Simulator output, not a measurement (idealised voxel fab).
You're looking at the process module voxel capacitor over wiring.
It is cross-section cut that appears here, measuring 215 nm in width, its square cells being 5 nm in size.
Heads up, the way a cross-section reads in here is a grid of square cells, handed over as bands from the top down, with every band being one or more rows of cells. Top, bottom (nm), then materials left to right with widths (nm); lone material tagged "all across" fills the whole band edge to edge; "air" = empty space. All heights in this document are referenced to 0, defined as the level beneath which the wafer, as received, consists entirely of one material. The lowest band is not bounded below; it extends indefinitely downward and is written in the form "0 down". The two numbers in a width such as "30 to 40" mark its ends across the band: the first belongs to the top row of cells, the second to the bottom row, and from each row to the next the width moves by the same amount. Basically "no modifications" means that step didn't change any cell in the cross-section. Reported under the label "Enclosed internal voids" are the empty spaces having no open way to the top and comprising 8 cells or more; the notation for each is width x height at distance, in which the distance is measured from the left edge and all three values are in nm. Note: text after step settings on the step line = simulator remark on that step. Among the settings permitted on a step's line is "overlay nm"; applied to a step with a mask, it specifies the extent to which the mask lay to the right of its planned position, whereas a negative figure signifies a position to the left. The remainder of this document consists of a sequence of paired cross-sections. Each pair presents the cross-section prior to one process step together with the cross-section following it, the latter being rendered only as deep as the lowest band that underwent change. The intervening step, together with its settings, is stated beneath each pair. Because the pairs may originate from different runs of this module on the same starting wafer, a given pair is to be read as continuing from the preceding pair only where its entry headed "Pre-step geometry" so indicates.
## Pre-step geometry
    0 down | Si all across
    Enclosed internal voids: none
## Post-Step Appearance
    15 to 0 | SiO2 all across
    Everything below 0 is unchanged.
    Enclosed internal voids: none
So what happens between those two cross-sections up there? CONFORMAL_DEP, material SiO2, thk nm 15
Pre-step geometry: The cross-section prior to this step is the one presented after the step of the pair immediately above.
## Post-Step Appearance
    20 to 15 | SiN all across
    Everything below 15 is unchanged.
    Enclosed internal voids: none
So what happens between those two cross-sections up there? CONFORMAL_DEP, material SiN, thk nm 5
Pre-step geometry: The cross-section prior to this step is the one presented after the step of the pair immediately above.
## Post-Step Appearance
    45 to 20 | SiO2 all across
    Everything below 20 is unchanged.
    Enclosed internal voids: none
So what happens between those two cross-sections up there? DIRECTIONAL_DEP, material SiO2, thk nm 25
Pre-step geometry: The cross-section prior to this step is the one presented after the step of the pair immediately above.
## Post-Step Appearance
    60 to 45 | 55 of resist; 25 of air; 55 of resist; 25 of air; 55 of resist
    Everything below 45 is unchanged.
    Enclosed internal voids: none
So what happens between those two cross-sections up there? PATTERN, tone open, mask id METAL_1, material resist, width nm 25, pitch nm 80, thk nm 15, overlay nm 0
Pre-step geometry: The cross-section prior to this step is the one presented after the step of the pair immediately above.
## Post-Step Appearance
    60 to 45 | 55 of resist; 25 of air; 55 of resist; 25 of air; 55 of resist
    45 to 20 | 55 of SiO2; 25 of air; 55 of SiO2; 25 of air; 55 of SiO2
    Everything below 20 is unchanged.
    Enclosed internal voids: none
So what happens between those two cross-sections up there? DIRECTIONAL_ETCH, etch materials SiO2, depth nm 25
Pre-step geometry: The cross-section prior to this step is the one presented after the step of the pair immediately above.
## Post-Step Appearance
    60 to 45 | 55 of resist; 25 of air; 55 of resist; 25 of air; 55 of resist
    45 to 20 | 55 of SiO2; 25 of air; 55 of SiO2; 25 of air; 55 of SiO2
    20 to 15 | 55 of SiN; 25 of air; 55 of SiN; 25 of air; 55 of SiN
    Everything below 15 is unchanged.
    Enclosed internal voids: none
So what happens between those two cross-sections up there? DIRECTIONAL_ETCH, etch materials SiN, depth nm 5
Pre-step geometry: The cross-section prior to this step is the one presented after the step of the pair immediately above.
## Post-Step Appearance
    45 to 20 | 55 of SiO2; 25 of air; 55 of SiO2; 25 of air; 55 of SiO2
    Everything below 20 is unchanged.
    Enclosed internal voids: none
So what happens between those two cross-sections up there? STRIP, etch materials resist
Pre-step geometry: The cross-section prior to this step is the one presented after the step of the pair immediately above.
## Post-Step Appearance
    50 to 45 | 60 of TiN; 15 of air; 65 of TiN; 15 of air; 60 of TiN
    45 to 20 | 55 of SiO2; 5 of TiN; 15 of air; 5 of TiN; 55 of SiO2; 5 of TiN; 15 of air; 5 of TiN; 55 of SiO2
    20 to 15 | 55 of SiN; 25 of TiN; 55 of SiN; 25 of TiN; 55 of SiN
    Everything below 15 is unchanged.
    Enclosed internal voids: none
So what happens between those two cross-sections up there? CONFORMAL_DEP, material TiN, thk nm 5
Pre-step geometry: The cross-section prior to this step is the one presented after the step of the pair immediately above.
## Post-Step Appearance
    60 to 50 | W all across
    50 to 45 | 60 of TiN; 15 of W; 65 of TiN; 15 of W; 60 of TiN
    45 to 20 | 55 of SiO2; 5 of TiN; 15 of W; 5 of TiN; 55 of SiO2; 5 of TiN; 15 of W; 5 of TiN; 55 of SiO2
    Everything below 20 is unchanged.
    Enclosed internal voids: none
So what happens between those two cross-sections up there? FILL_DEP, material W, thk nm 10
Pre-step geometry: The cross-section prior to this step is the one presented after the step of the pair immediately above.
## Post-Step Appearance
    45 to 20 | 55 of SiO2; 5 of TiN; 15 of W; 5 of TiN; 55 of SiO2; 5 of TiN; 15 of W; 5 of TiN; 55 of SiO2
    Everything below 20 is unchanged.
    Enclosed internal voids: none
So what happens between those two cross-sections up there? CMP, height nm 45
Pre-step geometry: The cross-section prior to this step is the one presented after the step of the pair immediately above.
## Post-Step Appearance
    50 to 45 | 50 of air; 35 of Ru; 45 of air; 35 of Ru; 50 of air
    Everything below 45 is unchanged.
    Enclosed internal voids: none
So what happens between those two cross-sections up there? EPI, material Ru, thk nm 5
Pre-step geometry: The cross-section prior to this step is the one presented after the step of the pair immediately above.
## Post-Step Appearance
    55 to 50 | SiCN all across
    50 to 45 | 50 of SiCN; 35 of Ru; 45 of SiCN; 35 of Ru; 50 of SiCN
    Everything below 45 is unchanged.
    Enclosed internal voids: none
So what happens between those two cross-sections up there? FILL_DEP, material SiCN, thk nm 5
Pre-step geometry: The cross-section prior to this step is the one presented after the step of the pair immediately above.
## Post-Step Appearance
    70 to 55 | lowk all across
    Everything below 55 is unchanged.
    Enclosed internal voids: none
So what happens between those two cross-sections up there? DIRECTIONAL_DEP, material lowk, thk nm 15
Pre-step geometry: The cross-section prior to this step is the one presented after the step of the pair immediately above.
## Post-Step Appearance
    85 to 70 | 65 of resist; 15 of air; 135 of resist
    Everything below 70 is unchanged.
    Enclosed internal voids: none
So what happens between those two cross-sections up there? PATTERN, tone open, mask id PLUG_1, material resist, width nm 15, thk nm 15, overlay nm 0
Pre-step geometry: The cross-section prior to this step is the one presented after the step of the pair immediately above.
## Post-Step Appearance
    85 to 70 | 65 of resist; 15 of air; 135 of resist
    70 to 55 | 65 of lowk; 15 of air; 135 of lowk
    Everything below 55 is unchanged.
    Enclosed internal voids: none
So what happens between those two cross-sections up there? DIRECTIONAL_ETCH, etch materials lowk, depth nm 15
Pre-step geometry: The cross-section prior to this step is the one presented after the step of the pair immediately above.
## Post-Step Appearance
    85 to 70 | 65 of resist; 15 of air; 135 of resist
    70 to 55 | 65 of lowk; 15 of air; 135 of lowk
    55 to 50 | 65 of SiCN; 15 of air; 135 of SiCN
    Everything below 50 is unchanged.
    Enclosed internal voids: none
So what happens between those two cross-sections up there? DIRECTIONAL_ETCH, etch materials SiCN, depth nm 5
Pre-step geometry: The cross-section prior to this step is the one presented after the step of the pair immediately above.
## Post-Step Appearance
    70 to 55 | 65 of lowk; 15 of air; 135 of lowk
    Everything below 55 is unchanged.
    Enclosed internal voids: none
So what happens between those two cross-sections up there? STRIP, etch materials resist
Pre-step geometry: The cross-section prior to this step is the one presented after the step of the pair immediately above.
## Post-Step Appearance
    70 to 60 | 65 of lowk; 15 of air; 135 of lowk
    60 to 55 | 65 of lowk; 15 of Ru; 135 of lowk
    55 to 50 | 65 of SiCN; 15 of Ru; 135 of SiCN
    Everything below 50 is unchanged.
    Enclosed internal voids: none
So what happens between those two cross-sections up there? EPI, material Ru, thk nm 10
Pre-step geometry: The cross-section prior to this step is the one presented after the step of the pair immediately above.
## Post-Step Appearance
    70 to 55 | 65 of lowk; 15 of Ru; 135 of lowk
    Everything below 55 is unchanged.
    Enclosed internal voids: none
So what happens between those two cross-sections up there? EPI, material Ru, thk nm 10
Pre-step geometry: The cross-section prior to this step is the one presented after the step of the pair immediately above.
## Post-Step Appearance
    75 to 70 | TiN all across
    Everything below 70 is unchanged.
    Enclosed internal voids: none
So what happens between those two cross-sections up there? DIRECTIONAL_DEP, material TiN, thk nm 5
Pre-step geometry: The cross-section prior to this step is the one presented after the step of the pair immediately above.
## Post-Step Appearance
    80 to 75 | HfO2 all across
    Everything below 75 is unchanged.
    Enclosed internal voids: none
So what happens between those two cross-sections up there? DIRECTIONAL_DEP, material HfO2, thk nm 5
Pre-step geometry: The cross-section prior to this step is the one presented after the step of the pair immediately above.
## Post-Step Appearance
    85 to 80 | TiN all across
    Everything below 80 is unchanged.
    Enclosed internal voids: none
So what happens between those two cross-sections up there? DIRECTIONAL_DEP, material TiN, thk nm 5
Pre-step geometry: The cross-section prior to this step is the one presented after the step of the pair immediately above.
## Post-Step Appearance
    105 to 85 | 65 of air; 60 of resist; 90 of air
    Everything below 85 is unchanged.
    Enclosed internal voids: none
So what happens between those two cross-sections up there? PATTERN, tone cover, mask id UPPER_PLATE, material resist, width nm 60, thk nm 20, overlay nm 0
Pre-step geometry: The cross-section prior to this step is the one presented after the step of the pair immediately above.
## Post-Step Appearance
    105 to 85 | 65 of air; 60 of resist; 90 of air
    85 to 80 | 65 of air; 60 of TiN; 90 of air
    Everything below 80 is unchanged.
    Enclosed internal voids: none
So what happens between those two cross-sections up there? DIRECTIONAL_ETCH, etch materials TiN, depth nm 5
Pre-step geometry: The cross-section prior to this step is the one presented after the step of the pair immediately above.
## Post-Step Appearance
    105 to 85 | 65 of air; 60 of resist; 90 of air
    85 to 80 | 65 of air; 60 of TiN; 90 of air
    80 to 75 | 65 of air; 60 of HfO2; 90 of air
    Everything below 75 is unchanged.
    Enclosed internal voids: none
So what happens between those two cross-sections up there? DIRECTIONAL_ETCH, etch materials HfO2, depth nm 5
Pre-step geometry: The cross-section prior to this step is the one presented after the step of the pair immediately above.
## Post-Step Appearance
    85 to 80 | 65 of air; 60 of TiN; 90 of air
    Everything below 80 is unchanged.
    Enclosed internal voids: none
So what happens between those two cross-sections up there? STRIP, etch materials resist
Pre-step geometry: The cross-section prior to this step is the one presented after the step of the pair immediately above.
## Post-Step Appearance
    105 to 85 | 60 of air; 70 of resist; 85 of air
    85 to 80 | 60 of air; 5 of resist; 60 of TiN; 5 of resist; 85 of air
    80 to 75 | 60 of air; 5 of resist; 60 of HfO2; 5 of resist; 85 of air
    Everything below 75 is unchanged.
    Enclosed internal voids: none
So what happens between those two cross-sections up there? PATTERN, tone cover, mask id LOWER_PLATE, material resist, width nm 70, thk nm 20, overlay nm 0
Pre-step geometry: The cross-section prior to this step is the one presented after the step of the pair immediately above.
## Post-Step Appearance
    105 to 85 | 60 of air; 70 of resist; 85 of air
    85 to 80 | 60 of air; 5 of resist; 60 of TiN; 5 of resist; 85 of air
    80 to 75 | 60 of air; 5 of resist; 60 of HfO2; 5 of resist; 85 of air
    75 to 70 | 60 of air; 70 of TiN; 85 of air
    Everything below 70 is unchanged.
    Enclosed internal voids: none
So what happens between those two cross-sections up there? DIRECTIONAL_ETCH, etch materials TiN, depth nm 5
Pre-step geometry: The cross-section prior to this step is the one presented after the step of the pair immediately above.
## Post-Step Appearance
    85 to 80 | 65 of air; 60 of TiN; 90 of air
    80 to 75 | 65 of air; 60 of HfO2; 90 of air
    Everything below 75 is unchanged.
    Enclosed internal voids: none
So what happens between those two cross-sections up there? STRIP, etch materials resist
Pre-step geometry: The cross-section prior to this step is the one presented after the step of the pair immediately above.
## Post-Step Appearance
    105 to 85 | SiO2 all across
    85 to 80 | 65 of SiO2; 60 of TiN; 90 of SiO2
    80 to 75 | 65 of SiO2; 60 of HfO2; 90 of SiO2
    75 to 70 | 60 of SiO2; 70 of TiN; 85 of SiO2
    Everything below 70 is unchanged.
    Enclosed internal voids: none
So what happens between those two cross-sections up there? FILL_DEP, material SiO2, thk nm 20
Pre-step geometry: The cross-section prior to this step is the one presented after the step of the pair immediately above.
## Post-Step Appearance
    100 to 85 | SiO2 all across
    Everything below 85 is unchanged.
    Enclosed internal voids: none
So what happens between those two cross-sections up there? CMP, height nm 100
Pre-step geometry: The cross-section prior to this step is the one presented after the step of the pair immediately above.
## Post-Step Appearance
    100 to 85 | 75 of SiO2; 15 of air; 125 of SiO2
    Everything below 85 is unchanged.
    Enclosed internal voids: none
So what happens between those two cross-sections up there? MASKED_ETCH, tone open, mask id PLUG_2, width nm 15, etch materials SiO2, depth nm 15, overlay nm 0
Pre-step geometry: The cross-section prior to this step is the one presented after the step of the pair immediately above.
## Post-Step Appearance
    105 to 100 | 80 of TiN; 5 of air; 130 of TiN
    100 to 90 | 75 of SiO2; 5 of TiN; 5 of air; 5 of TiN; 125 of SiO2
    90 to 80 | 75 to 65 of SiO2; 15 to 60 of TiN; 125 to 90 of SiO2
    Everything below 80 is unchanged.
    Enclosed internal voids: none
So what happens between those two cross-sections up there? CONFORMAL_DEP, material TiN, thk nm 5
Pre-step geometry: The cross-section prior to this step is the one presented after the step of the pair immediately above.
## Post-Step Appearance
    115 to 105 | Ru all across
    105 to 100 | 80 of TiN; 5 of Ru; 130 of TiN
    100 to 90 | 75 of SiO2; 5 of TiN; 5 of Ru; 5 of TiN; 125 of SiO2
    Everything below 90 is unchanged.
    Enclosed internal voids: none
So what happens between those two cross-sections up there? FILL_DEP, material Ru, thk nm 10
Pre-step geometry: The cross-section prior to this step is the one presented after the step of the pair immediately above.
## Post-Step Appearance
    100 to 90 | 75 of SiO2; 5 of TiN; 5 of Ru; 5 of TiN; 125 of SiO2
    Everything below 90 is unchanged.
    Enclosed internal voids: none
So what happens between those two cross-sections up there? CMP, height nm 100
Pre-step geometry: The cross-section prior to this step is the one presented after the step of the pair immediately above.
## Post-Step Appearance
    105 to 100 | SiCN all across
    Everything below 100 is unchanged.
    Enclosed internal voids: none
So what happens between those two cross-sections up there? CONFORMAL_DEP, material SiCN, thk nm 5
## Pre-step geometry
    70 to 60 | 65 of lowk; 15 of air; 135 of lowk
    60 to 55 | 65 of lowk; 15 of Ru; 135 of lowk
    55 to 50 | 65 of SiCN; 15 of Ru; 135 of SiCN
    50 to 45 | 50 of SiCN; 35 of Ru; 45 of SiCN; 35 of Ru; 50 of SiCN
    45 to 20 | 55 of SiO2; 5 of TiN; 15 of W; 5 of TiN; 55 of SiO2; 5 of TiN; 15 of W; 5 of TiN; 55 of SiO2
    20 to 15 | 55 of SiN; 25 of TiN; 55 of SiN; 25 of TiN; 55 of SiN
    15 to 0 | SiO2 all across
    0 down | Si all across
    Enclosed internal voids: none
## Post-Step Appearance
    75 to 70 | 65 of TiN; 15 of air; 135 of TiN
    70 to 65 | 65 of lowk; 15 of air; 135 of lowk
    65 to 60 | 65 of lowk; 15 of TiN; 135 of lowk
    Everything below 60 is unchanged.
    Enclosed internal voids: none
So what happens between those two cross-sections up there? DIRECTIONAL_DEP, material TiN, thk nm 5
Pre-step geometry: The cross-section prior to this step is the one presented after the step of the pair immediately above.
## Post-Step Appearance
    80 to 75 | 65 of HfO2; 15 of air; 135 of HfO2
    75 to 70 | 65 of TiN; 15 of air; 135 of TiN
    70 to 65 | 65 of lowk; 15 of HfO2; 135 of lowk
    Everything below 65 is unchanged.
    Enclosed internal voids: none
So what happens between those two cross-sections up there? DIRECTIONAL_DEP, material HfO2, thk nm 5
Pre-step geometry: The cross-section prior to this step is the one presented after the step of the pair immediately above.
## Post-Step Appearance
    85 to 80 | 65 of TiN; 15 of air; 135 of TiN
    80 to 75 | 65 of HfO2; 15 of air; 135 of HfO2
    75 to 70 | TiN all across
    Everything below 70 is unchanged.
    Enclosed internal voids: none
So what happens between those two cross-sections up there? DIRECTIONAL_DEP, material TiN, thk nm 5
Pre-step geometry: The cross-section prior to this step is the one presented after the step of the pair immediately above.
## Post-Step Appearance
    105 to 85 | 65 of air; 60 of resist; 90 of air
    85 to 80 | 65 of TiN; 15 of resist; 135 of TiN
    80 to 75 | 65 of HfO2; 15 of resist; 135 of HfO2
    Everything below 75 is unchanged.
    Enclosed internal voids: none
So what happens between those two cross-sections up there? PATTERN, tone cover, mask id UPPER_PLATE, material resist, width nm 60, thk nm 20, overlay nm 0
Pre-step geometry: The cross-section prior to this step is the one presented after the step of the pair immediately above.
## Post-Step Appearance
    105 to 85 | 65 of air; 60 of resist; 90 of air
    85 to 80 | 65 of air; 15 of resist; 45 of TiN; 90 of air
    Everything below 80 is unchanged.
    Enclosed internal voids: none
So what happens between those two cross-sections up there? DIRECTIONAL_ETCH, etch materials TiN, depth nm 5
Pre-step geometry: The cross-section prior to this step is the one presented after the step of the pair immediately above.
## Post-Step Appearance
    105 to 85 | 65 of air; 60 of resist; 90 of air
    85 to 80 | 65 of air; 15 of resist; 45 of TiN; 90 of air
    80 to 75 | 65 of air; 15 of resist; 45 of HfO2; 90 of air
    Everything below 75 is unchanged.
    Enclosed internal voids: none
So what happens between those two cross-sections up there? DIRECTIONAL_ETCH, etch materials HfO2, depth nm 5
Pre-step geometry: The cross-section prior to this step is the one presented after the step of the pair immediately above.
## Post-Step Appearance
    85 to 80 | 80 of air; 45 of TiN; 90 of air
    80 to 75 | 80 of air; 45 of HfO2; 90 of air
    Everything below 75 is unchanged.
    Enclosed internal voids: none
So what happens between those two cross-sections up there? STRIP, etch materials resist
Pre-step geometry: The cross-section prior to this step is the one presented after the step of the pair immediately above.
## Post-Step Appearance
    105 to 85 | 60 of air; 70 of resist; 85 of air
    85 to 80 | 60 of air; 20 of resist; 45 of TiN; 5 of resist; 85 of air
    80 to 75 | 60 of air; 20 of resist; 45 of HfO2; 5 of resist; 85 of air
    Everything below 75 is unchanged.
    Enclosed internal voids: none
So what happens between those two cross-sections up there? PATTERN, tone cover, mask id LOWER_PLATE, material resist, width nm 70, thk nm 20, overlay nm 0
Pre-step geometry: The cross-section prior to this step is the one presented after the step of the pair immediately above.
## Post-Step Appearance
    105 to 85 | 60 of air; 70 of resist; 85 of air
    85 to 80 | 60 of air; 20 of resist; 45 of TiN; 5 of resist; 85 of air
    80 to 75 | 60 of air; 20 of resist; 45 of HfO2; 5 of resist; 85 of air
    75 to 70 | 60 of air; 70 of TiN; 85 of air
    Everything below 70 is unchanged.
    Enclosed internal voids: none
So what happens between those two cross-sections up there? DIRECTIONAL_ETCH, etch materials TiN, depth nm 5
Pre-step geometry: The cross-section prior to this step is the one presented after the step of the pair immediately above.
## Post-Step Appearance
    85 to 80 | 80 of air; 45 of TiN; 90 of air
    80 to 75 | 80 of air; 45 of HfO2; 90 of air
    Everything below 75 is unchanged.
    Enclosed internal voids: none
So what happens between those two cross-sections up there? STRIP, etch materials resist
Pre-step geometry: The cross-section prior to this step is the one presented after the step of the pair immediately above.
## Post-Step Appearance
    105 to 85 | SiO2 all across
    85 to 80 | 80 of SiO2; 45 of TiN; 90 of SiO2
    80 to 75 | 80 of SiO2; 45 of HfO2; 90 of SiO2
    75 to 70 | 60 of SiO2; 70 of TiN; 85 of SiO2
    Everything below 70 is unchanged.
    Enclosed internal voids: none
So what happens between those two cross-sections up there? FILL_DEP, material SiO2, thk nm 20
Pre-step geometry: The cross-section prior to this step is the one presented after the step of the pair immediately above.
## Post-Step Appearance
    100 to 85 | SiO2 all across
    Everything below 85 is unchanged.
    Enclosed internal voids: none
So what happens between those two cross-sections up there? CMP, height nm 100
Pre-step geometry: The cross-section prior to this step is the one presented after the step of the pair immediately above.
## Post-Step Appearance
    100 to 85 | 75 of SiO2; 15 of air; 125 of SiO2
    Everything below 85 is unchanged.
    Enclosed internal voids: none
So what happens between those two cross-sections up there? MASKED_ETCH, tone open, mask id PLUG_2, width nm 15, etch materials SiO2, depth nm 15, overlay nm 0
Pre-step geometry: The cross-section prior to this step is the one presented after the step of the pair immediately above.
## Post-Step Appearance
    105 to 100 | 80 of TiN; 5 of air; 130 of TiN
    100 to 90 | 75 of SiO2; 5 of TiN; 5 of air; 5 of TiN; 125 of SiO2
    90 to 80 | 75 to 80 of SiO2; 15 to 45 of TiN; 125 to 90 of SiO2
    Everything below 80 is unchanged.
    Enclosed internal voids: none
So what happens between those two cross-sections up there? CONFORMAL_DEP, material TiN, thk nm 5
Pre-step geometry: The cross-section prior to this step is the one presented after the step of the pair immediately above.
## Post-Step Appearance
    115 to 105 | Ru all across
    105 to 100 | 80 of TiN; 5 of Ru; 130 of TiN
    100 to 90 | 75 of SiO2; 5 of TiN; 5 of Ru; 5 of TiN; 125 of SiO2
    Everything below 90 is unchanged.
    Enclosed internal voids: none
So what happens between those two cross-sections up there? FILL_DEP, material Ru, thk nm 10
Pre-step geometry: The cross-section prior to this step is the one presented after the step of the pair immediately above.
## Post-Step Appearance
    100 to 90 | 75 of SiO2; 5 of TiN; 5 of Ru; 5 of TiN; 125 of SiO2
    Everything below 90 is unchanged.
    Enclosed internal voids: none
So what happens between those two cross-sections up there? CMP, height nm 100
Pre-step geometry: The cross-section prior to this step is the one presented after the step of the pair immediately above.
## Post-Step Appearance
    105 to 100 | SiCN all across
    Everything below 100 is unchanged.
    Enclosed internal voids: none
So what happens between those two cross-sections up there? CONFORMAL_DEP, material SiCN, thk nm 5
## Pre-step geometry
    70 to 55 | 65 of lowk; 15 of Ru; 135 of lowk
    55 to 50 | 65 of SiCN; 15 of Ru; 135 of SiCN
    50 to 45 | 50 of SiCN; 35 of Ru; 45 of SiCN; 35 of Ru; 50 of SiCN
    45 to 20 | 55 of SiO2; 5 of TiN; 15 of W; 5 of TiN; 55 of SiO2; 5 of TiN; 15 of W; 5 of TiN; 55 of SiO2
    20 to 15 | 55 of SiN; 25 of TiN; 55 of SiN; 25 of TiN; 55 of SiN
    15 to 0 | SiO2 all across
    0 down | Si all across
    Enclosed internal voids: none
## Post-Step Appearance
    80 to 70 | 55 of air; 35 of Ru; 125 of air
    Everything below 70 is unchanged.
    Enclosed internal voids: none
So what happens between those two cross-sections up there? EPI, material Ru, thk nm 10
Pre-step geometry: The cross-section prior to this step is the one presented after the step of the pair immediately above.
## Post-Step Appearance
    85 to 80 | 55 of air; 35 of TiN; 125 of air
    80 to 75 | 55 of air; 35 of Ru; 125 of air
    75 to 70 | 55 of TiN; 35 of Ru; 125 of TiN
    Everything below 70 is unchanged.
    Enclosed internal voids: none
So what happens between those two cross-sections up there? DIRECTIONAL_DEP, material TiN, thk nm 5
Pre-step geometry: The cross-section prior to this step is the one presented after the step of the pair immediately above.
## Post-Step Appearance
    90 to 85 | 55 of air; 35 of HfO2; 125 of air
    85 to 80 | 55 of air; 35 of TiN; 125 of air
    80 to 75 | 55 of HfO2; 35 of Ru; 125 of HfO2
    Everything below 75 is unchanged.
    Enclosed internal voids: none
So what happens between those two cross-sections up there? DIRECTIONAL_DEP, material HfO2, thk nm 5
Pre-step geometry: The cross-section prior to this step is the one presented after the step of the pair immediately above.
## Post-Step Appearance
    95 to 90 | 55 of air; 35 of TiN; 125 of air
    90 to 85 | 55 of air; 35 of HfO2; 125 of air
    85 to 80 | TiN all across
    Everything below 80 is unchanged.
    Enclosed internal voids: none
So what happens between those two cross-sections up there? DIRECTIONAL_DEP, material TiN, thk nm 5
Pre-step geometry: The cross-section prior to this step is the one presented after the step of the pair immediately above.
## Post-Step Appearance
    115 to 95 | 65 of air; 60 of resist; 90 of air
    95 to 90 | 55 of air; 35 of TiN; 35 of resist; 90 of air
    90 to 85 | 55 of air; 35 of HfO2; 35 of resist; 90 of air
    Everything below 85 is unchanged.
    Enclosed internal voids: none
So what happens between those two cross-sections up there? PATTERN, tone cover, mask id UPPER_PLATE, material resist, width nm 60, thk nm 20, overlay nm 0
Pre-step geometry: The cross-section prior to this step is the one presented after the step of the pair immediately above.
## Post-Step Appearance
    115 to 95 | 65 of air; 60 of resist; 90 of air
    95 to 90 | 65 of air; 25 of TiN; 35 of resist; 90 of air
    90 to 85 | 55 of air; 35 of HfO2; 35 of resist; 90 of air
    85 to 80 | 55 of air; 70 of TiN; 90 of air
    Everything below 80 is unchanged.
    Enclosed internal voids: none
So what happens between those two cross-sections up there? DIRECTIONAL_ETCH, etch materials TiN, depth nm 5
Pre-step geometry: The cross-section prior to this step is the one presented after the step of the pair immediately above.
## Post-Step Appearance
    115 to 95 | 65 of air; 60 of resist; 90 of air
    95 to 90 | 65 of air; 25 of TiN; 35 of resist; 90 of air
    90 to 85 | 65 of air; 25 of HfO2; 35 of resist; 90 of air
    85 to 80 | 55 of air; 70 of TiN; 90 of air
    80 to 75 | 55 of air; 35 of Ru; 35 of HfO2; 90 of air
    Everything below 75 is unchanged.
    Enclosed internal voids: none
So what happens between those two cross-sections up there? DIRECTIONAL_ETCH, etch materials HfO2, depth nm 5
Pre-step geometry: The cross-section prior to this step is the one presented after the step of the pair immediately above.
## Post-Step Appearance
    95 to 90 | 65 of air; 25 of TiN; 125 of air
    90 to 85 | 65 of air; 25 of HfO2; 125 of air
    Everything below 85 is unchanged.
    Enclosed internal voids: none
So what happens between those two cross-sections up there? STRIP, etch materials resist
Pre-step geometry: The cross-section prior to this step is the one presented after the step of the pair immediately above.
## Post-Step Appearance
    115 to 95 | 60 of air; 70 of resist; 85 of air
    95 to 90 | 60 of air; 5 of resist; 25 of TiN; 40 of resist; 85 of air
    90 to 85 | 60 of air; 5 of resist; 25 of HfO2; 40 of resist; 85 of air
    85 to 80 | 55 of air; 70 of TiN; 5 of resist; 85 of air
    80 to 75 | 55 of air; 35 of Ru; 35 of HfO2; 5 of resist; 85 of air
    Everything below 75 is unchanged.
    Enclosed internal voids: none
So what happens between those two cross-sections up there? PATTERN, tone cover, mask id LOWER_PLATE, material resist, width nm 70, thk nm 20, overlay nm 0
Pre-step geometry: The cross-section prior to this step is the one presented after the step of the pair immediately above.
## Post-Step Appearance
    115 to 95 | 60 of air; 70 of resist; 85 of air
    95 to 90 | 60 of air; 5 of resist; 25 of TiN; 40 of resist; 85 of air
    90 to 85 | 60 of air; 5 of resist; 25 of HfO2; 40 of resist; 85 of air
    85 to 80 | 60 of air; 65 of TiN; 5 of resist; 85 of air
    80 to 75 | 55 of air; 35 of Ru; 35 of HfO2; 5 of resist; 85 of air
    75 to 70 | 55 of air; 35 of Ru; 40 of TiN; 85 of air
    Everything below 70 is unchanged.
    Enclosed internal voids: none
So what happens between those two cross-sections up there? DIRECTIONAL_ETCH, etch materials TiN, depth nm 5
Pre-step geometry: The cross-section prior to this step is the one presented after the step of the pair immediately above.
## Post-Step Appearance
    95 to 90 | 65 of air; 25 of TiN; 125 of air
    90 to 85 | 65 of air; 25 of HfO2; 125 of air
    85 to 80 | 60 of air; 65 of TiN; 90 of air
    80 to 75 | 55 of air; 35 of Ru; 35 of HfO2; 90 of air
    Everything below 75 is unchanged.
    Enclosed internal voids: none
So what happens between those two cross-sections up there? STRIP, etch materials resist
Pre-step geometry: The cross-section prior to this step is the one presented after the step of the pair immediately above.
## Post-Step Appearance
    115 to 95 | SiO2 all across
    95 to 90 | 65 of SiO2; 25 of TiN; 125 of SiO2
    90 to 85 | 65 of SiO2; 25 of HfO2; 125 of SiO2
    85 to 80 | 60 of SiO2; 65 of TiN; 90 of SiO2
    80 to 75 | 55 of SiO2; 35 of Ru; 35 of HfO2; 90 of SiO2
    75 to 70 | 55 of SiO2; 35 of Ru; 40 of TiN; 85 of SiO2
    Everything below 70 is unchanged.
    Enclosed internal voids: none
So what happens between those two cross-sections up there? FILL_DEP, material SiO2, thk nm 20
Pre-step geometry: The cross-section prior to this step is the one presented after the step of the pair immediately above.
## Post-Step Appearance
    100 to 95 | SiO2 all across
    Everything below 95 is unchanged.
    Enclosed internal voids: none
So what happens between those two cross-sections up there? CMP, height nm 100
Pre-step geometry: The cross-section prior to this step is the one presented after the step of the pair immediately above.
## Post-Step Appearance
    100 to 95 | 75 of SiO2; 15 of air; 125 of SiO2
    Everything below 95 is unchanged.
    Enclosed internal voids: none
So what happens between those two cross-sections up there? MASKED_ETCH, tone open, mask id PLUG_2, width nm 15, etch materials SiO2, depth nm 15, overlay nm 0
Pre-step geometry: The cross-section prior to this step is the one presented after the step of the pair immediately above.
## Post-Step Appearance
    105 to 100 | 80 of TiN; 5 of air; 130 of TiN
    100 to 90 | 75 to 65 of SiO2; 15 to 25 of TiN; 125 of SiO2
    Everything below 90 is unchanged.
    Enclosed internal voids: none
So what happens between those two cross-sections up there? CONFORMAL_DEP, material TiN, thk nm 5
Pre-step geometry: The cross-section prior to this step is the one presented after the step of the pair immediately above.
## Post-Step Appearance
    115 to 105 | Ru all across
    105 to 100 | 80 of TiN; 5 of Ru; 130 of TiN
    Everything below 100 is unchanged.
    Enclosed internal voids: none
So what happens between those two cross-sections up there? FILL_DEP, material Ru, thk nm 10
Pre-step geometry: The cross-section prior to this step is the one presented after the step of the pair immediately above.
## Post-Step Appearance
    100 to 90 | 75 to 65 of SiO2; 15 to 25 of TiN; 125 of SiO2
    Everything below 90 is unchanged.
    Enclosed internal voids: none
So what happens between those two cross-sections up there? CMP, height nm 100
Pre-step geometry: The cross-section prior to this step is the one presented after the step of the pair immediately above.
## Post-Step Appearance
    105 to 100 | SiCN all across
    Everything below 100 is unchanged.
    Enclosed internal voids: none
So what happens between those two cross-sections up there? CONFORMAL_DEP, material SiCN, thk nm 5
## Pre-step geometry
    75 to 70 | TiN all across
    70 to 55 | 65 of lowk; 15 of Ru; 135 of lowk
    55 to 50 | 65 of SiCN; 15 of Ru; 135 of SiCN
    50 to 45 | 50 of SiCN; 35 of Ru; 45 of SiCN; 35 of Ru; 50 of SiCN
    45 to 20 | 55 of SiO2; 5 of TiN; 15 of W; 5 of TiN; 55 of SiO2; 5 of TiN; 15 of W; 5 of TiN; 55 of SiO2
    20 to 15 | 55 of SiN; 25 of TiN; 55 of SiN; 25 of TiN; 55 of SiN
    15 to 0 | SiO2 all across
    0 down | Si all across
    Enclosed internal voids: none
## Post-Step Appearance
    80 to 70 | TiN all across
    Everything below 70 is unchanged.
    Enclosed internal voids: none
So what happens between those two cross-sections up there? DIRECTIONAL_DEP, material TiN, thk nm 5
Pre-step geometry: The cross-section prior to this step is the one presented after the step of the pair immediately above.
## Post-Step Appearance
    85 to 80 | HfO2 all across
    Everything below 80 is unchanged.
    Enclosed internal voids: none
So what happens between those two cross-sections up there? DIRECTIONAL_DEP, material HfO2, thk nm 5
